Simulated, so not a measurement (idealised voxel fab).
Name of the process module below: voxel capacitor over wiring
It is cross-section cut that appears here, measuring 265 nm in width, its square cells being 5 nm in size.
Format of a cross-section: grid, square cells. Given as bands. Order: top down. Band: one or more rows of cells. Look at the band entry: it leads with the top's height and the bottom's height in nm. Then it lists the materials left to right, with a width in nm for each. The word "edge to edge" on a single material says that material fills the band edge to edge. The word "air" is empty space. Below 0: as-received wafer, all one material; heights counted from there. Lowest band: no bottom, goes on down, written "0 nm and below". Width "30 to 40": first value at the band's top row of cells, second value at its bottom row, equal change from row to row. A step reported as "everything unchanged" is a step in which no cell of the cross-section changed. "Entrapped voids" lists enclosed empty spaces (at least 8 cells, no open path upward to the top), each as width x height at distance from the left edge, in nm. What comes after the settings on a step's line is commentary from the simulator itself on that step. overlay nm: how far to the right of its planned place the mask lay on this masked step (negative: to the left).
-- Intended process steps
| 1 | RECEIVE,material Si |
| 2 | CONFORMAL_DEP,material SiO2,thk nm 10 |
| 3 | DIRECTIONAL_DEP,material TiN,thk nm 5 |
| 4 | DIRECTIONAL_DEP,material Ru,thk nm 15 |
| 5 | PATTERN,tone cover,mask id METAL_1,material resist,width nm 30,pitch nm 100,thk nm 15,overlay nm 0 |
| 6 | DIRECTIONAL_ETCH,etch materials Ru,depth nm 15 |
| 7 | DIRECTIONAL_ETCH,etch materials TiN,depth nm 5 |
| 8 | STRIP,etch materials resist |
| 9 | FILL_DEP,material SiO2,thk nm 10 |
| 10 | CMP,height nm 30 |
| 11 | CONFORMAL_DEP,material SiCN,thk nm 5 |
| 12 | DIRECTIONAL_DEP,material SiO2,thk nm 20 |
| 13 | PATTERN,tone open,mask id PLUG_1,material resist,width nm 15,thk nm 20,overlay nm 0 |
| 14 | DIRECTIONAL_ETCH,etch materials SiO2,depth nm 20 |
| 15 | DIRECTIONAL_ETCH,etch materials SiCN,depth nm 5 |
| 16 | STRIP,etch materials resist |
| 17 | CONFORMAL_DEP,material TiN,thk nm 5 |
| 18 | FILL_DEP,material W,thk nm 5 |
| 19 | CMP,height nm 55 |
| 20 | DIRECTIONAL_DEP,material TiN,thk nm 10 |
| 21 | DIRECTIONAL_DEP,material SiN,thk nm 5 |
| 22 | DIRECTIONAL_DEP,material TiN,thk nm 5 |
| 23 | DIRECTIONAL_DEP,material aC,thk nm 10 |
| 24 | PATTERN,tone cover,mask id UPPER_PLATE,material resist,width nm 75,thk nm 30,overlay nm 0 |
| 25 | DIRECTIONAL_ETCH,etch materials aC,depth nm 10 |
| 26 | STRIP,etch materials resist |
| 27 | DIRECTIONAL_ETCH,etch materials TiN,depth nm 5 |
| 28 | DIRECTIONAL_ETCH,etch materials SiN,depth nm 5 |
| 29 | STRIP,etch materials aC |
| 30 | DIRECTIONAL_DEP,material aC,thk nm 15 |
| 31 | PATTERN,tone cover,mask id LOWER_PLATE,material resist,width nm 85,thk nm 30,overlay nm 0 |
| 32 | DIRECTIONAL_ETCH,etch materials aC,depth nm 15 |
| 33 | STRIP,etch materials resist |
| 34 | DIRECTIONAL_ETCH,etch materials TiN,depth nm 10 |
| 35 | STRIP,etch materials aC |
| 36 | FILL_DEP,material SiO2,thk nm 15 |
| 37 | CMP,height nm 85 |
| 38 | DIRECTIONAL_DEP,material aC,thk nm 15 |
| 39 | PATTERN,tone open,mask id PLUG_2,material resist,width nm 15,thk nm 30,overlay nm 0 |
| 40 | DIRECTIONAL_ETCH,etch materials aC,depth nm 15 |
| 41 | STRIP,etch materials resist |
| 42 | DIRECTIONAL_ETCH,etch materials SiO2,depth nm 10 |
| 43 | STRIP,etch materials aC |
| 44 | CONFORMAL_DEP,material TiN,thk nm 5 |
| 45 | FILL_DEP,material Cu,thk nm 5 |
| 46 | CMP,height nm 85 |
| 47 | CONFORMAL_DEP,material SiN,thk nm 5 |
-- Wafer at receipt (post step 1), cross-section
* 0 nm and below: Si edge to edge
* Entrapped voids: none
-- Here's the wafer cut in cross-section after the module, started and planned just like above, except one thing was done wrong in the run
* 90 nm to 85 nm: SiN edge to edge
* 85 nm to 80 nm: 90 SiO2 / 5 TiN / 5 Cu / 5 TiN / 160 SiO2
* 80 nm to 75 nm: 90 SiO2 / 15 TiN / 160 SiO2
* 75 nm to 70 nm: SiO2 edge to edge
* 70 nm to 65 nm: 80 SiO2 / 75 SiN / 110 SiO2
* 65 nm to 55 nm: 75 SiO2 / 85 TiN / 105 SiO2
* 55 nm to 35 nm: 80 SiO2 / 5 TiN / 5 W / 5 TiN / 170 SiO2
* 35 nm to 30 nm: 80 SiCN / 15 TiN / 170 SiCN
* 30 nm to 15 nm: 65 SiO2 / 30 Ru / 70 SiO2 / 30 Ru / 70 SiO2
* 15 nm to 10 nm: 65 SiO2 / 30 TiN / 70 SiO2 / 30 TiN / 70 SiO2
* 10 nm to 0 nm: SiO2 edge to edge
* 0 nm and below: Si edge to edge
* Entrapped voids: none
What broke from the plan during processing? step 22 of the plan was omitted and not executed
